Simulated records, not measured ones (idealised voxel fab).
Documented hereafter: the process module known as voxel transistor to metal.
Square cells of 5 nm make up the cross-section cut, whose width is 205 nm.
A cross-section in this document is a grid of square cells, and it is written down as bands, the top band listed before the ones below it; a band is made up of one or more rows of cells. For a band, the entry starts with two heights in nm, that of the top and then that of the bottom, and carries on with the band's materials in order from left to right, each alongside its width in nm; the word "everywhere" beside a single material means it fills the band edge to edge, and "empty" means empty space. The reference from which all heights are counted is 0, the level beneath which the as-received wafer is entirely one material; the lowest band, having no lower bound, proceeds downward and is written after the example "0 and below". A width given as "30->40" starts at the first number in the band's top row and ends at the second number in its bottom row, shifting by an equal amount at every step from row to row. Any step labelled "remained the same" changed none of the cells in the cross-section. Basically, "Enclosed void list" tells you about the enclosed voids: empty spaces with no open way to the top, 8 cells or bigger, each written width x height at distance, where distance is from the left edge, all in nm. Read whatever lies past the settings on a step's line as the simulator's own remark about the step. overlay nm: where the mask lay relative to plan, measured to the right, on steps with a mask; negatives go left.
The process steps that were planned are listed below
step 1: RECEIVE (material Si)
step 2: CONFORMAL_DEP (material SiO2; thk nm 5)
step 3: CONFORMAL_DEP (material SiN; thk nm 15)
step 4: DIRECTIONAL_DEP (material aC; thk nm 15)
step 5: PATTERN (tone cover; mask id ACTIVE; material resist; width nm 105; thk nm 30; overlay nm 0)
step 6: DIRECTIONAL_ETCH (etch materials aC; depth nm 15)
step 7: STRIP (etch materials resist)
step 8: DIRECTIONAL_ETCH (etch materials SiN; depth nm 15)
step 9: DIRECTIONAL_ETCH (etch materials SiO2; depth nm 5)
step 10: DIRECTIONAL_ETCH (etch materials Si; depth nm 35)
step 11: STRIP (etch materials aC)
step 12: FILL_DEP (material SiO2; thk nm 15)
step 13: CMP (height nm 20)
step 14: SELECTIVE_ETCH (etch materials SiO2; depth nm 15)
step 15: STRIP (etch materials SiN)
step 16: SELECTIVE_ETCH (etch materials SiO2; depth nm 5)
step 17: OXIDIZE (depth nm 5)
step 18: DIRECTIONAL_DEP (material polySi; thk nm 20)
step 19: DIRECTIONAL_DEP (material SiCN; thk nm 10)
step 20: MASKED_ETCH (tone cover; mask id GATE; width nm 25; etch materials SiCN; depth nm 20; overlay nm 0)
step 21: MASKED_ETCH (tone cover; mask id GATE; width nm 25; etch materials polySi; depth nm 30; overlay nm 0)
step 22: CONFORMAL_DEP (material SiO2; thk nm 5)
step 23: DIRECTIONAL_ETCH (etch materials SiO2; depth nm 5)
step 24: CONFORMAL_DEP (material SiN; thk nm 10)
step 25: DIRECTIONAL_ETCH (etch materials SiN; depth nm 10)
step 26: DIRECTIONAL_ETCH (etch materials SiO2; depth nm 5)
step 27: DIRECTIONAL_ETCH (etch materials Si; depth nm 15)
step 28: EPI (material nSi; thk nm 15)
step 29: FILL_DEP (material SiO2; thk nm 5)
step 30: CMP (height nm 30)
step 31: DIRECTIONAL_DEP (material SiO2; thk nm 15)
step 32: PATTERN (tone open; mask id CONTACT; material resist; width nm 25; pitch nm 60; thk nm 20; overlay nm 0)
step 33: DIRECTIONAL_ETCH (etch materials SiO2; depth nm 35)
step 34: STRIP (etch materials resist)
step 35: CONFORMAL_DEP (material TiN; thk nm 5)
step 36: FILL_DEP (material Ru; thk nm 5)
step 37: CMP (height nm 45)
step 38: DIRECTIONAL_DEP (material TiN; thk nm 5)
step 39: DIRECTIONAL_DEP (material Ru; thk nm 20)
step 40: PATTERN (tone cover; mask id METAL_1; material resist; width nm 15; pitch nm 70; thk nm 20; overlay nm 0)
step 41: DIRECTIONAL_ETCH (etch materials Ru; depth nm 20)
step 42: DIRECTIONAL_ETCH (etch materials TiN; depth nm 5)
step 43: STRIP (etch materials resist)
step 44: CONFORMAL_DEP (material SiN; thk nm 5)
step 45: FILL_DEP (material SiO2; thk nm 5)
step 46: CMP (height nm 70)
step 47: CONFORMAL_DEP (material SiN; thk nm 5)
So this is the incoming wafer in cross-section - it's already been through step 1
* 0 and below  Si everywhere
* Enclosed void list: none
Here's the cross-section of the first of our two wafers at the end of the module - it ran as planned
* 75 down to 70  SiN everywhere
* 70 down to 50  55 SiO2, then 5 SiN, then 15 Ru, then 5 SiN, then 45 SiO2, then 5 SiN, then 15 Ru, then 5 SiN, then 55 SiO2
* 50 down to 45  60 SiN, then 15 TiN, then 55 SiN, then 15 TiN, then 60 SiN
* 45 down to 35  60 SiO2, then 5 TiN, then 15 Ru, then 5 TiN, then 35 SiO2, then 5 TiN, then 15 Ru, then 5 TiN, then 60 SiO2
* 35 down to 30  60 SiO2, then 5 TiN, then 5 Ru, then 15 TiN, then 35 SiO2, then 15 TiN, then 5 Ru, then 5 TiN, then 60 SiO2
* 30 down to 20  60 SiO2, then 5 TiN, then 5 Ru, then 5 TiN, then 10 SiN, then 5 SiO2, then 25 SiCN, then 5 SiO2, then 10 SiN, then 5 TiN, then 5 Ru, then 5 TiN, then 60 SiO2
* 20 down to 15  60 SiO2, then 5 TiN, then 5 Ru, then 5 TiN, then 10 SiN, then 5 SiO2, then 25 polySi, then 5 SiO2, then 10 SiN, then 5 TiN, then 5 Ru, then 5 TiN, then 60 SiO2
* 15 down to 10  60 SiO2, then 15 TiN, then 10 SiN, then 5 SiO2, then 25 polySi, then 5 SiO2, then 10 SiN, then 15 TiN, then 60 SiO2
* 10 down to 0  60 SiO2, then 15 nSi, then 10 SiN, then 5 SiO2, then 25 polySi, then 5 SiO2, then 10 SiN, then 15 nSi, then 60 SiO2
* 0 down to -5  60 SiO2, then 15 nSi, then 55 SiO2, then 15 nSi, then 60 SiO2
* -5 down to -20  50 SiO2, then 25 nSi, then 55 Si, then 25 nSi, then 50 SiO2
* -20 down to -35  50 SiO2, then 105 Si, then 50 SiO2
* -35 and below  Si everywhere
* Enclosed void list: none
Second wafer of the two, sectioned at the end of the module. It began like the first and followed the same plan, but one mistake was made while running it
* 75 down to 70  SiN everywhere
* 70 down to 50  60 Ru, then 5 SiN, then 5 SiO2, then 5 SiN, then 55 Ru, then 5 SiN, then 5 SiO2, then 5 SiN, then 60 Ru
* 50 down to 45  60 TiN, then 15 SiN, then 55 TiN, then 15 SiN, then 60 TiN
* 45 down to 35  60 SiO2, then 5 TiN, then 15 Ru, then 5 TiN, then 35 SiO2, then 5 TiN, then 15 Ru, then 5 TiN, then 60 SiO2
* 35 down to 30  60 SiO2, then 5 TiN, then 5 Ru, then 15 TiN, then 35 SiO2, then 15 TiN, then 5 Ru, then 5 TiN, then 60 SiO2
* 30 down to 20  60 SiO2, then 5 TiN, then 5 Ru, then 5 TiN, then 10 SiN, then 5 SiO2, then 25 SiCN, then 5 SiO2, then 10 SiN, then 5 TiN, then 5 Ru, then 5 TiN, then 60 SiO2
* 20 down to 15  60 SiO2, then 5 TiN, then 5 Ru, then 5 TiN, then 10 SiN, then 5 SiO2, then 25 polySi, then 5 SiO2, then 10 SiN, then 5 TiN, then 5 Ru, then 5 TiN, then 60 SiO2
* 15 down to 10  60 SiO2, then 15 TiN, then 10 SiN, then 5 SiO2, then 25 polySi, then 5 SiO2, then 10 SiN, then 15 TiN, then 60 SiO2
* 10 down to 0  60 SiO2, then 15 nSi, then 10 SiN, then 5 SiO2, then 25 polySi, then 5 SiO2, then 10 SiN, then 15 nSi, then 60 SiO2
* 0 down to -5  60 SiO2, then 15 nSi, then 55 SiO2, then 15 nSi, then 60 SiO2
* -5 down to -20  50 SiO2, then 25 nSi, then 55 Si, then 25 nSi, then 50 SiO2
* -20 down to -35  50 SiO2, then 105 Si, then 50 SiO2
* -35 and below  Si everywhere
* Enclosed void list: none
Processing error: step 40 did not use the planned setting and instead ran as PATTERN (tone open; mask id METAL_1; material resist; width nm 15; pitch nm 70; thk nm 20; overlay nm 0)
Upon completion, the second wafer contains, in terms of cells, a greater or smaller amount of certain materials than the first wafer: Ru +116; SiN -29; SiO2 -116; TiN +29
